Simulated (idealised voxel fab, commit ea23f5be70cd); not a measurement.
Process module under the name voxel gate over fins
Section cut is 280 nm wide and gridded with 5 nm square cells.
This document writes a cross-section as a grid whose cells are square, and gives it as bands, listed from the top down; one or more rows of cells form a band.
The band entry comprises the height of the band's top followed by the height of its bottom, expressed in nm, and subsequently the band's materials from left to right, each stated together with its width in nm. Where a single material is marked with the word "full width", that material fills the band from edge to edge. The word "blank" represents empty space.
Height reference: 0 = level under which incoming wafer is all one material. Lowest band: no bottom, runs on downward, e.g. "top 0, no bottom".
It should be noted that a width expressed as "30 to 40" varies in equal increments from row to row of cells within the band, taking the value of the first number at the top row and that of the second number at the bottom row.
A step reported as "remained unchanged" is a step in which no cell of the cross-section changed.
The entry titled "Trapped cavities" provides the empty spaces that have no open way to the top, restricted to those of 8 cells or more. Each is presented as width x height at distance, the distance being measured from the left edge, with all three in nm.
Past the settings on a step's line: simulator remark, on that step.
"overlay nm" answers the question of how far to the right of plan the mask lay on a step that has a mask, and when it is negative the answer is to the left.

## The planned process steps are enumerated hereunder
step 1: RECEIVE with material Si
step 2: CONFORMAL_DEP with material SiN, thk nm 10
step 3: PATTERN with tone cover, mask id FINS, material resist, width nm 15, pitch nm 40, thk nm 20, overlay nm 0
step 4: DIRECTIONAL_ETCH with etch materials SiN, depth nm 10
step 5: DIRECTIONAL_ETCH with etch materials Si, depth nm 40
step 6: STRIP with etch materials resist
step 7: FILL_DEP with material SiO2, thk nm 15
step 8: CMP with height nm 10
step 9: SELECTIVE_ETCH with etch materials SiO2, depth nm 20
step 10: STRIP with etch materials SiN
step 11: CONFORMAL_DEP with material HfO2, thk nm 5
step 12: CONFORMAL_DEP with material TiN, thk nm 5
step 13: FILL_DEP with material W, thk nm 10
step 14: CMP with height nm 15
step 15: CONFORMAL_DEP with material SiCN, thk nm 10

## Step 1 complete: cross-section of the wafer as received
* top 0, no bottom  Si full width
* Trapped cavities: none

## Post-module cross-section: identical start and plan to those above, one misstep in execution
* top 15, bottom 5  SiCN full width
* top 5, bottom 0  W 100; TiN 5; HfO2 25; TiN 5; W 5; TiN 5; HfO2 25; TiN 5; W 105
* top 0, bottom -5  TiN 105; HfO2 5; Si 15; HfO2 5; TiN 15; HfO2 5; Si 15; HfO2 5; TiN 110
* top -5, bottom -10  HfO2 110; Si 15; HfO2 25; Si 15; HfO2 115
* top -10, bottom -40  SiO2 110; Si 15; SiO2 25; Si 15; SiO2 115
* top -40, no bottom  Si full width
* Trapped cavities: none
Heads up, the wafer didn't run the way we planned it: rather than as planned, step 14 actually ran as CMP with height nm 5
